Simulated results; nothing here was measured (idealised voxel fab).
The document below concerns the process module designated voxel lift off.
The figure presents cross-section cut, which has a width of 180 nm and is divided into square cells with an edge length of 5 nm.
Think of the cross-section as a grid of square cells. We describe it in bands, top to bottom, and each band covers one or more rows of those cells.
This entry defines a band. It first specifies the height of the band's top and the height of its bottom in nm, and then specifies the band's materials from left to right, stating each material with its width in nm. The word "all across" identifies a single material that fills the band from edge to edge, while the word "blank" identifies empty space.
Convention: height 0 is the level below which the wafer, as received, is all one material. The lowest band does not terminate at the bottom but continues downward, represented as "top 0, no bottom".
Per-row width for "30->40": begins at first number (top row of band), ends at second number (bottom row), increment between rows held constant.
Step note "changes: none" = no cross-section cell changed.
"Unvented cavities" enumerates empty spaces isolated from the top, with no open way to it, that contain at least 8 cells, giving each as width x height at distance from the left edge, all three in nm.
after a step's settings: what the simulator itself notes on the step
overlay nm: mask right of planned place by this much (step with mask). Neg. = left.

### Steps planned for the process
1) RECEIVE with material Si
2) CONFORMAL_DEP with material Al2O3, thk nm 15
3) PATTERN with tone open, mask id LINES, material resist, width nm 25, pitch nm 50, thk nm 25, overlay nm 0
4) DIRECTIONAL_DEP with material Ru, thk nm 10
5) STRIP with etch materials resist
6) CONFORMAL_DEP with material SiN, thk nm 5

### Wafer at receipt (post step 1), cross-section
> top 0, no bottom = Si all across
> Unvented cavities: none

### Same starting wafer, same plan as above, one mistake in the execution; this is the cross-section at the end of the module
> top 30, bottom 25 = SiN (55); blank (15); SiN (35); blank (15); SiN (60)
> top 25, bottom 20 = Ru (50); SiN (5); blank (15); SiN (5); Ru (25); SiN (5); blank (15); SiN (5); Ru (55)
> top 20, bottom 15 = Ru (50); SiN (25); Ru (25); SiN (25); Ru (55)
> top 15, bottom 0 = Al2O3 all across
> top 0, no bottom = Si all across
> Unvented cavities: none
what went wrong: off-plan run, step 3, actual operation and settings PATTERN with tone cover, mask id LINES, material resist, width nm 25, pitch nm 50, thk nm 25, overlay nm 0
